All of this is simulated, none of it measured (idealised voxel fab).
Presented below is a process module, voxel tone inversion.
Displayed cross-section: cut, width of 210 nm, square cells sized 5 nm.
The cross-sections in this document take the form of a grid made of square cells. They are written out as bands, in order from top to bottom. Each band consists of one or more rows of cells. Band: top height; bottom height; in nm. Then, left to right: material with width in nm, for each material. "all across": a single material spanning edge to edge. "empty": empty space. Ref level 0: as-received wafer is one material below here. Bottom band extends down with no lower bound ("0 nm and below"). Read "30->40" as a graded width: first number on top, second number at the bottom, same change between each pair of neighbouring rows. Take "identical to before" at face value: in the step it is given for, the cross-section changed in none of its cells. Under "Internal closed voids" you'll find the enclosed gaps, the ones with no way out to the top, that are 8 cells or bigger; each reads width x height at distance, with distance counted from the left edge, everything in nm. Read whatever lies past the settings on a step's line as the simulator's own remark about the step. overlay nm: mask right of planned place by this much (step with mask). Neg. = left.

## Steps in the process plan
1: RECEIVE (material Si)
2: CONFORMAL_DEP (material SiN; thk nm 10)
3: DIRECTIONAL_DEP (material aC; thk nm 25)
4: PATTERN (tone cover; mask id POSTS; material resist; width nm 15; pitch nm 45; thk nm 30; overlay nm 0)
5: DIRECTIONAL_ETCH (etch materials aC; depth nm 25)
6: STRIP (etch materials resist)
7: FILL_DEP (material lowk; thk nm 5)
8: CMP (height nm 35)
9: STRIP (etch materials aC)

## The first of two wafers, run as planned

## Received-state cross-section, reflecting completion of step 1
    0 nm and below = Si all across
    Internal closed voids: none

## Step 2 complete: cross-section through the wafer
    10 nm to 0 nm = SiN all across
    Heights below 0 show no change.

## Step 3 complete: cross-section through the wafer
    35 nm to 10 nm = aC all across
    Heights below 10 show no change.

## Step 4 complete: cross-section through the wafer
    65 nm to 35 nm = empty=75, then resist=15, then empty=30, then resist=15, then empty=75
    Heights below 35 show no change.

## Step 5 complete: cross-section through the wafer
    40 nm to 35 nm = empty=75, then resist=15, then empty=30, then resist=15, then empty=75
    35 nm to 10 nm = empty=75, then aC=15, then empty=30, then aC=15, then empty=75
    Heights below 10 show no change.

## Step 6 complete: cross-section through the wafer
    35 nm to 10 nm = empty=75, then aC=15, then empty=30, then aC=15, then empty=75
    Heights below 10 show no change.

## Step 7 complete: cross-section through the wafer
    40 nm to 35 nm = lowk all across
    35 nm to 10 nm = lowk=75, then aC=15, then lowk=30, then aC=15, then lowk=75
    Heights below 10 show no change.

## Step 8 complete: cross-section through the wafer
    35 nm to 10 nm = lowk=75, then aC=15, then lowk=30, then aC=15, then lowk=75
    Heights below 10 show no change.

## Step 9 complete: cross-section through the wafer
    35 nm to 10 nm = lowk=75, then empty=15, then lowk=30, then empty=15, then lowk=75
    Heights below 10 show no change.

## The Second Wafer: Common Origin and Plan, One Mistake in Execution, Identical to the First Through Step 2

## The second wafer in cross-section, at the planned close of step 3
    35 nm to 0 nm = SiN all across
    Heights below 0 show no change.

## The second wafer in cross-section, at the planned close of step 4
    65 nm to 35 nm = empty=75, then resist=15, then empty=30, then resist=15, then empty=75
    Heights below 35 show no change.

## The second wafer in cross-section, at the planned close of step 5
    40 nm to 35 nm = empty=75, then resist=15, then empty=30, then resist=15, then empty=75
    Heights below 35 show no change.

## The second wafer in cross-section, at the planned close of step 6
    35 nm to 0 nm = SiN all across
    Heights below 0 show no change.

## The second wafer in cross-section, at the planned close of step 7
    40 nm to 35 nm = lowk all across
    Heights below 35 show no change.

## The second wafer in cross-section, at the planned close of step 8
    35 nm to 0 nm = SiN all across
    Heights below 0 show no change.

The second wafer in cross-section, at the planned close of step 9: identical to before
In executing the process, a mistake was made relative to the plan: note that step 3 departed from the planned setting and was carried out as DIRECTIONAL_DEP (material SiN; thk nm 25)
Final comparison by cell count, materials where the second wafer has more or fewer than the first: SiN: 210 more | lowk: 180 fewer
